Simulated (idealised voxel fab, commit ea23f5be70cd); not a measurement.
Process module name: voxel lift off
For reference, the cross-section in this document is cut, with width 220 nm and square cells of 5 nm.
For the purposes of this document, a cross-section shall be understood as a grid of square cells, specified as bands listed in top-to-bottom order, each band consisting of one or more rows of cells. Band: top height; bottom height; in nm. Then, left to right: material with width in nm, for each material. "throughout": a single material spanning edge to edge. "air": empty space. Heights are expressed relative to 0, this being the level below which the as-received wafer comprises one material exclusively. The lowest band is unbounded in the downward direction and is denoted as in "0 -> down". With a width like "30 to 40", each row of cells in the band differs from the next by the same amount, the top row carrying the first number and the bottom row the second. No cell of the cross-section changed in a step that is given as "no change". Entry "Fully sealed voids". Content: empty spaces with no open connection to the top, size 8 cells or greater. Each: width x height at distance. Distance: from left edge. Unit: nm. Step line, after settings: the simulator's comment on this step. The line of a step may include "overlay nm". On a step with a mask, this value is how far to the right of its planned place the mask lay. A negative value means the mask lay to the left.
# Steps in the process plan
step 1: RECEIVE | material Si
step 2: CONFORMAL_DEP | material SiO2 | thk nm 10
step 3: PATTERN | tone open | mask id LINES | material resist | width nm 30 | pitch nm 50 | thk nm 25 | overlay nm 0
step 4: DIRECTIONAL_DEP | material Ru | thk nm 15
step 5: STRIP | etch materials resist
step 6: CONFORMAL_DEP | material SiO2 | thk nm 5
# The first of the two wafers, which ran as planned
# Shown in cross-section is the wafer as received, that is, as it stands after step 1
    0 -> down  Si throughout
    Fully sealed voids: none
# The wafer in cross-section once step 2 is complete
    10 -> 0  SiO2 throughout
    Below 0, no change.
# The wafer in cross-section once step 3 is complete
    35 -> 10  resist (70); air (30); resist (20); air (30); resist (70)
    Below 10, no change.
# The wafer in cross-section once step 4 is complete
    50 -> 35  Ru (70); air (30); Ru (20); air (30); Ru (70)
    35 -> 25  resist (70); air (30); resist (20); air (30); resist (70)
    25 -> 10  resist (70); Ru (30); resist (20); Ru (30); resist (70)
    Below 10, no change.
# The wafer in cross-section once step 5 is complete
    25 -> 10  air (70); Ru (30); air (20); Ru (30); air (70)
    Below 10, no change.
# The wafer in cross-section once step 6 is complete
    30 -> 25  air (65); SiO2 (40); air (10); SiO2 (40); air (65)
    25 -> 15  air (65); SiO2 (5); Ru (30); SiO2 (5); air (10); SiO2 (5); Ru (30); SiO2 (5); air (65)
    15 -> 10  SiO2 (70); Ru (30); SiO2 (20); Ru (30); SiO2 (70)
    Below 10, no change.
# Wafer two of two - same starting point, same process plan, one mistake in execution; matches wafer one up to and including step 1
# At the planned end of step 2, the second wafer in cross-section
    10 -> 0  Ru throughout
    Below 0, no change.
# At the planned end of step 3, the second wafer in cross-section
    35 -> 10  resist (70); air (30); resist (20); air (30); resist (70)
    Below 10, no change.
# At the planned end of step 4, the second wafer in cross-section
    50 -> 35  Ru (70); air (30); Ru (20); air (30); Ru (70)
    35 -> 25  resist (70); air (30); resist (20); air (30); resist (70)
    25 -> 10  resist (70); Ru (30); resist (20); Ru (30); resist (70)
    Below 10, no change.
# At the planned end of step 5, the second wafer in cross-section
    25 -> 10  air (70); Ru (30); air (20); Ru (30); air (70)
    Below 10, no change.
# At the planned end of step 6, the second wafer in cross-section
    30 -> 25  air (65); SiO2 (40); air (10); SiO2 (40); air (65)
    25 -> 15  air (65); SiO2 (5); Ru (30); SiO2 (5); air (10); SiO2 (5); Ru (30); SiO2 (5); air (65)
    15 -> 10  SiO2 (70); Ru (30); SiO2 (20); Ru (30); SiO2 (70)
    Below 10, no change.
what went wrong: step 2 ran with different settings than intended, the actual operation and settings being CONFORMAL_DEP | material Ru | thk nm 10
FYI, end of process, the second wafer has more or fewer cells of some materials than the first: Ru: 88 more; SiO2: 88 fewer
